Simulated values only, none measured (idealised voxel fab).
A process module follows: voxel wiring stack.
Each square cell in cross-section cut measures 5 nm, and the section as a whole is 190 nm wide.
Reading order for cross-sections: top band down to bottom band. Underlying form: a grid of square cells. Band size: one or more rows of cells. Top height, bottom height, nm. Materials left to right, width each, nm. Single material + "edge to edge" = fills band edge to edge. "empty" = empty. Note: height 0 marks the level under which the wafer is uniformly one material as received. Lowest band unbounded below, written "from 0 down". A two-number width, for instance "30->40", indicates that the width is equal to the first number in the top row of the band and to the second number in the bottom row, and that it changes by a constant amount per row of cells. Basically "nothing changed" means that step didn't change any cell in the cross-section. You'll see "Closed void register" listing empty spaces that have no way open to the top, as long as they're 8 cells or more; the notation is width x height at distance, where the distance is from the left edge, and all of it is in nm. What comes after the settings on a step's line is commentary from the simulator itself on that step. overlay nm: how far to the right of its planned place the mask lay on this masked step (negative: to the left).
Set out below are the planned steps of the process:
step 1: RECEIVE: material Si
step 2: CONFORMAL_DEP: material SiO2, thk nm 10
step 3: CONFORMAL_DEP: material SiCN, thk nm 5
step 4: DIRECTIONAL_DEP: material lowk, thk nm 25
step 5: DIRECTIONAL_DEP: material aC, thk nm 15
step 6: PATTERN: tone open, mask id METAL_1, material resist, width nm 20, pitch nm 40, thk nm 35, overlay nm 0
step 7: DIRECTIONAL_ETCH: etch materials aC, depth nm 15
step 8: STRIP: etch materials resist
step 9: DIRECTIONAL_ETCH: etch materials lowk, depth nm 25
step 10: DIRECTIONAL_ETCH: etch materials SiCN, depth nm 5
step 11: STRIP: etch materials aC
step 12: CONFORMAL_DEP: material TiN, thk nm 5
step 13: FILL_DEP: material Ru, thk nm 5
step 14: CMP: height nm 40
step 15: CONFORMAL_DEP: material SiCN, thk nm 5
step 16: DIRECTIONAL_DEP: material lowk, thk nm 15
step 17: DIRECTIONAL_DEP: material aC, thk nm 15
step 18: PATTERN: tone open, mask id PLUG_1, material resist, width nm 15, pitch nm 40, thk nm 35, overlay nm 0
step 19: DIRECTIONAL_ETCH: etch materials aC, depth nm 15
step 20: STRIP: etch materials resist
step 21: DIRECTIONAL_ETCH: etch materials lowk, depth nm 15
step 22: DIRECTIONAL_ETCH: etch materials SiCN, depth nm 5
step 23: STRIP: etch materials aC
step 24: EPI: material Ru, thk nm 10
step 25: EPI: material Ru, thk nm 10
step 26: CONFORMAL_DEP: material SiN, thk nm 5
step 27: DIRECTIONAL_DEP: material SiO2, thk nm 15
step 28: MASKED_ETCH: tone open, mask id METAL_2, width nm 20, pitch nm 40, etch materials SiO2, depth nm 15, overlay nm 0
step 29: MASKED_ETCH: tone open, mask id METAL_2, width nm 20, pitch nm 40, etch materials SiN, depth nm 5, overlay nm 0
step 30: CONFORMAL_DEP: material TiN, thk nm 5
step 31: FILL_DEP: material W, thk nm 10
step 32: CMP: height nm 80
step 33: CONFORMAL_DEP: material SiN, thk nm 5
Cross-section, incoming material, after step 1:
* from 0 down  Si edge to edge
* Closed void register: none
End-of-module cross-section. Starting structure and process plan as above; one mistake made in running it:
* from 85 to 80  SiN edge to edge
* from 80 to 65  SiO2=25 | TiN=5 | W=10 | TiN=5 | SiO2=20 | TiN=5 | W=10 | TiN=5 | SiO2=20 | TiN=5 | W=10 | TiN=5 | SiO2=20 | TiN=5 | W=10 | TiN=5 | SiO2=25
* from 65 to 60  SiN=25 | TiN=20 | SiN=20 | TiN=20 | SiN=20 | TiN=20 | SiN=20 | TiN=20 | SiN=25
* from 60 to 45  lowk=25 | Ru=15 | lowk=25 | Ru=15 | lowk=25 | Ru=15 | lowk=25 | Ru=15 | lowk=30
* from 45 to 40  SiCN=25 | Ru=15 | SiCN=25 | Ru=15 | SiCN=25 | Ru=15 | SiCN=25 | Ru=15 | SiCN=30
* from 40 to 15  lowk=25 | TiN=5 | Ru=15 | TiN=5 | lowk=15 | TiN=5 | Ru=15 | TiN=5 | lowk=15 | TiN=5 | Ru=15 | TiN=5 | lowk=15 | TiN=5 | Ru=15 | TiN=5 | lowk=20
* from 15 to 10  SiCN=25 | TiN=25 | SiCN=15 | TiN=25 | SiCN=15 | TiN=25 | SiCN=15 | TiN=25 | SiCN=20
* from 10 to 0  SiO2 edge to edge
* from 0 down  Si edge to edge
* Closed void register: none
Finding, execution versus plan: it should be noted that step 6 was executed with settings other than those planned, the operation and settings actually applied being PATTERN: tone open, mask id METAL_1, material resist, width nm 25, pitch nm 40, thk nm 35, overlay nm 0
